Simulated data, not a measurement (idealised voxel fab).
Documented hereafter: the process module known as voxel self aligned contacts.
Section shown: cut. Width: 180 nm. Cell size: 5 nm, square.
For the purposes of this document, a cross-section shall be understood as a grid of square cells, specified as bands listed in top-to-bottom order, each band consisting of one or more rows of cells. In this notation a band is specified by the heights of its top and bottom, in that order and in nm, after which its materials appear from left to right, each paired with its width in nm. The word "throughout" attached to a single material means that material fills the band from edge to edge; the word "blank" stands for empty space. Heights from 0 (as-received wafer is one material below). Bottom band endless downward, as "top 0, no bottom". Quick explanation for "30..40": the width changes in equal steps down the rows of cells, from the first number in the band's top row to the second number in its bottom row. "nothing got changed" -> step changed no cross-section cell. "Sealed void listing" specifies each empty space that is not open to the top and that occupies no fewer than 8 cells, using the form width x height at distance, the distance measured from the left edge and all three quantities in nm. Note: text after step settings on the step line = simulator remark on that step. overlay nm: on a step with a mask, how far right of its planned place the mask lay; negative means left.
Steps planned for the process
- 1: RECEIVE [material Si]
- 2: OXIDIZE [depth nm 5]
- 3: DIRECTIONAL_DEP [material polySi] [thk nm 30]
- 4: DIRECTIONAL_DEP [material SiN] [thk nm 20]
- 5: MASKED_ETCH [tone cover] [mask id GATE] [width nm 25] [pitch nm 55] [etch materials SiN] [depth nm 20] [overlay nm 0]
- 6: MASKED_ETCH [tone cover] [mask id GATE] [width nm 25] [pitch nm 55] [etch materials polySi] [depth nm 30] [overlay nm 0]
- 7: CONFORMAL_DEP [material SiN] [thk nm 5]
- 8: DIRECTIONAL_ETCH [etch materials SiN] [depth nm 5]
- 9: FILL_DEP [material SiO2] [thk nm 20]
- 10: CMP [height nm 60]
- 11: MASKED_ETCH [tone open] [mask id CONTACT] [width nm 40] [pitch nm 55] [etch materials SiO2] [depth nm 65] [overlay nm 0]
- 12: CONFORMAL_DEP [material TiN] [thk nm 5]
- 13: FILL_DEP [material Ru] [thk nm 5]
- 14: CMP [height nm 60]
- 15: CONFORMAL_DEP [material SiCN] [thk nm 5]
as received, after step 1
> top 0, no bottom | Si throughout
> Sealed void listing: none
Cross-section, first of two wafers, end of module, run as planned
> top 65, bottom 60 | SiCN throughout
> top 60, bottom 50 | SiO2=40 / TiN=5..15 / Ru=30..10 / TiN=5..15 / SiO2=15 / TiN=5..15 / Ru=30..10 / TiN=5..15 / SiO2=45
> top 50, bottom 30 | SiO2=15 / SiN=35 / TiN=5 / Ru=10 / TiN=5 / SiN=35 / TiN=5 / Ru=10 / TiN=5 / SiN=35 / SiO2=20
> top 30, bottom 0 | SiO2=15 / SiN=5 / polySi=25 / SiN=5 / TiN=5 / Ru=10 / TiN=5 / SiN=5 / polySi=25 / SiN=5 / TiN=5 / Ru=10 / TiN=5 / SiN=5 / polySi=25 / SiN=5 / SiO2=20
> top 0, bottom -5 | SiO2=50 / TiN=20 / SiO2=35 / TiN=20 / SiO2=55
> top -5, no bottom | Si throughout
> Sealed void listing: none
Wafer two, end of module, cross-section. Same start, same plan as wafer one. One mistake in the run
> top 65, bottom 60 | SiCN throughout
> top 60, bottom 55 | SiO2=40 / TiN=5 / Ru=30 / TiN=5 / SiO2=15 / TiN=5 / Ru=30 / TiN=5 / SiO2=45
> top 55, bottom 50 | SiO2=40 / TiN=40 / SiO2=15 / TiN=40 / SiO2=45
> top 50, bottom 30 | SiN=25 / SiO2=15 / SiN=40 / SiO2=15 / SiN=40 / SiO2=15 / SiN=30
> top 30, bottom 0 | polySi throughout
> top 0, bottom -5 | SiO2 throughout
> top -5, no bottom | Si throughout
> Sealed void listing: none
Which mistake was made when the wafer was run? step 5 deviated from plan and actually ran as MASKED_ETCH [tone open] [mask id GATE] [width nm 25] [pitch nm 55] [etch materials SiN] [depth nm 20] [overlay nm 0]
Final wafer comparison in cells, second versus first, more or fewer per material: Ru -44 | SiN -12 | SiO2 -26 | TiN -44 | polySi +126
